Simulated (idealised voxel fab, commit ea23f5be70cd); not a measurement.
Process module under the name voxel self aligned vias
Cross-sectional view cut (width: 210 nm; square cell size: 5 nm).
In what follows, cross-sections appear as grids of square cells, described through bands that run from the top down, where every band is one or more rows of cells. Look at the band entry: it leads with the top's height and the bottom's height in nm. Then it lists the materials left to right, with a width in nm for each. The word "all across" on a single material says that material fills the band edge to edge. The word "blank" is empty space. The level at which height equals 0 is the one under which the wafer, as it arrives, is entirely one material. No lower edge exists for the bottom band, which continues downward and is notated as in "0..down". Per-row width for "30->40": begins at first number (top row of band), ends at second number (bottom row), increment between rows held constant. "remains unaltered" means the step left every cell of the cross-section as it was. Any empty space of 8 cells or more lacking an open way to the top shows up in "closed voids" as width x height at distance, distance from the left edge, in nm. That trailing text on a step's line, after the settings, is the simulator's own remark on the step. When a step includes a mask, the "overlay nm" setting on its line states how far to the right of its planned place that mask lay, and negative values state how far to the left.
### Planned process steps
1,RECEIVE,material Si
2,CONFORMAL_DEP,material SiO2,thk nm 15
3,CONFORMAL_DEP,material SiCN,thk nm 5
4,DIRECTIONAL_DEP,material lowk,thk nm 25
5,PATTERN,tone open,mask id LINES,material resist,width nm 25,pitch nm 50,thk nm 20,overlay nm 0
6,DIRECTIONAL_ETCH,etch materials lowk,depth nm 25
7,STRIP,etch materials resist
8,CONFORMAL_DEP,material TiN,thk nm 5
9,FILL_DEP,material Ru,thk nm 5
10,CMP,height nm 45
11,SELECTIVE_ETCH,etch materials W Ru TiN,depth nm 5
12,FILL_DEP,material SiN,thk nm 10
13,CMP,height nm 45
14,DIRECTIONAL_DEP,material lowk,thk nm 15
15,PATTERN,tone open,mask id VIAS,material resist,width nm 35,pitch nm 100,thk nm 20,overlay nm 0
16,DIRECTIONAL_ETCH,etch materials lowk,depth nm 15
17,DIRECTIONAL_ETCH,etch materials SiN,depth nm 5
18,STRIP,etch materials resist
19,CONFORMAL_DEP,material TiN,thk nm 5
20,FILL_DEP,material Ru,thk nm 5
21,CMP,height nm 60
22,CONFORMAL_DEP,material SiN,thk nm 5
### Received-state cross-section, reflecting completion of step 1
- 0..down: Si all across
- closed voids: none
### The module was run from the start shown above using the plan shown above, but one mistake was made doing it; the resulting wafer cross-section is below
- 65..60: SiN all across
- 60..50: lowk (35)  TiN (5)  Ru (30)  TiN (5)  lowk (60)  TiN (5)  Ru (30)  TiN (5)  lowk (35)
- 50..45: lowk (35)  TiN (10)  Ru (15)  TiN (15)  lowk (60)  TiN (10)  Ru (15)  TiN (15)  lowk (35)
- 45..40: lowk (40)  TiN (25)  lowk (25)  SiN (25)  lowk (25)  TiN (25)  lowk (45)
- 40..25: lowk (40)  TiN (5)  Ru (15)  TiN (5)  lowk (25)  TiN (5)  Ru (15)  TiN (5)  lowk (25)  TiN (5)  Ru (15)  TiN (5)  lowk (45)
- 25..20: lowk (40)  TiN (25)  lowk (25)  TiN (25)  lowk (25)  TiN (25)  lowk (45)
- 20..15: SiCN all across
- 15..0: SiO2 all across
- 0..down: Si all across
- closed voids: none
In executing the process, a mistake was made relative to the plan: step 15, actual vs plan mismatch, actual run PATTERN,tone open,mask id VIAS,material resist,width nm 40,pitch nm 100,thk nm 20,overlay nm 0
